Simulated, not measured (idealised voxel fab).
Process module heading - voxel self aligned vias
Square cells of 5 nm make up the cross-section cut, whose width is 245 nm.
Just so we're on the same page, the cross-sections are grids of square cells, and they're listed out in bands top to bottom, each band one or more rows deep.
Heads up on the band format: heights come first, top then bottom, in nm. After that it's the materials left to right, each with its width in nm. A single material flagged "all across" fills the whole band edge to edge, and "empty" means there's empty space there.
Height 0 is the level under which the wafer as received is all one material. The lowest band goes on downwards, as in "0 nm and below".
Graded width ("30 to 40"): value in top row of band = first number; value in bottom row = second number; row-to-row change constant.
"no alteration" (step): cross-section cells unchanged, all of them.
Reported under the label "Sealed void inventory" are the empty spaces having no open way to the top and comprising 8 cells or more; the notation for each is width x height at distance, in which the distance is measured from the left edge and all three values are in nm.
What comes after the settings on a step's line is commentary from the simulator itself on that step.
What "overlay nm" on a step's line means: if the step has a mask, that mask lay this far to the right of its planned place, or, when the value is negative, to the left.
The planned process steps are enumerated hereunder:
1) RECEIVE with material Si
2) CONFORMAL_DEP with material SiO2, thk nm 10
3) CONFORMAL_DEP with material SiCN, thk nm 5
4) DIRECTIONAL_DEP with material lowk, thk nm 25
5) MASKED_ETCH with tone open, mask id LINES, width nm 25, pitch nm 60, etch materials lowk, depth nm 25, overlay nm -15
6) CONFORMAL_DEP with material TiN, thk nm 5
7) FILL_DEP with material W, thk nm 5
8) CMP with height nm 40
9) SELECTIVE_ETCH with etch materials W Ru TiN, depth nm 10
10) FILL_DEP with material SiN, thk nm 5
11) CMP with height nm 40
12) DIRECTIONAL_DEP with material lowk, thk nm 20
13) PATTERN with tone open, mask id VIAS, material resist, width nm 45, pitch nm 60, thk nm 20, overlay nm 0
14) DIRECTIONAL_ETCH with etch materials lowk, depth nm 20
15) DIRECTIONAL_ETCH with etch materials SiN, depth nm 10
16) STRIP with etch materials resist
17) CONFORMAL_DEP with material TiN, thk nm 5
18) FILL_DEP with material Ru, thk nm 5
19) CMP with height nm 60
20) CONFORMAL_DEP with material SiN, thk nm 5
The wafers are alike at the start. At step 5, their overlay nm differs. The plan lists the first wafer's value.
Here's the first of the wafers in cross-section, just as we got it, i.e. after step 1:
	0 nm and below: Si all across
	Sealed void inventory: none
Each row below is a wafer at the end of the module, listing for every material the number of cells it has gained (+) or lost (-) since it was received, followed by its closed voids:
overlay nm -15; +50 Ru; +49 SiCN; +53 SiN; +98 SiO2; +56 TiN; +12 W; +319 lowk; Sealed void inventory: none
overlay nm -10; +54 Ru; +49 SiCN; +49 SiN; +98 SiO2; +56 TiN; +12 W; +319 lowk; Sealed void inventory: none
overlay nm -5; +54 Ru; +49 SiCN; +49 SiN; +98 SiO2; +56 TiN; +12 W; +319 lowk; Sealed void inventory: none
overlay nm 0; +54 Ru; +49 SiCN; +49 SiN; +98 SiO2; +56 TiN; +12 W; +319 lowk; Sealed void inventory: none
overlay nm 5; +54 Ru; +49 SiCN; +49 SiN; +98 SiO2; +56 TiN; +12 W; +319 lowk; Sealed void inventory: none
overlay nm 10; +54 Ru; +49 SiCN; +49 SiN; +98 SiO2; +56 TiN; +12 W; +319 lowk; Sealed void inventory: none
overlay nm 15; +50 Ru; +49 SiCN; +53 SiN; +98 SiO2; +56 TiN; +12 W; +319 lowk; Sealed void inventory: none
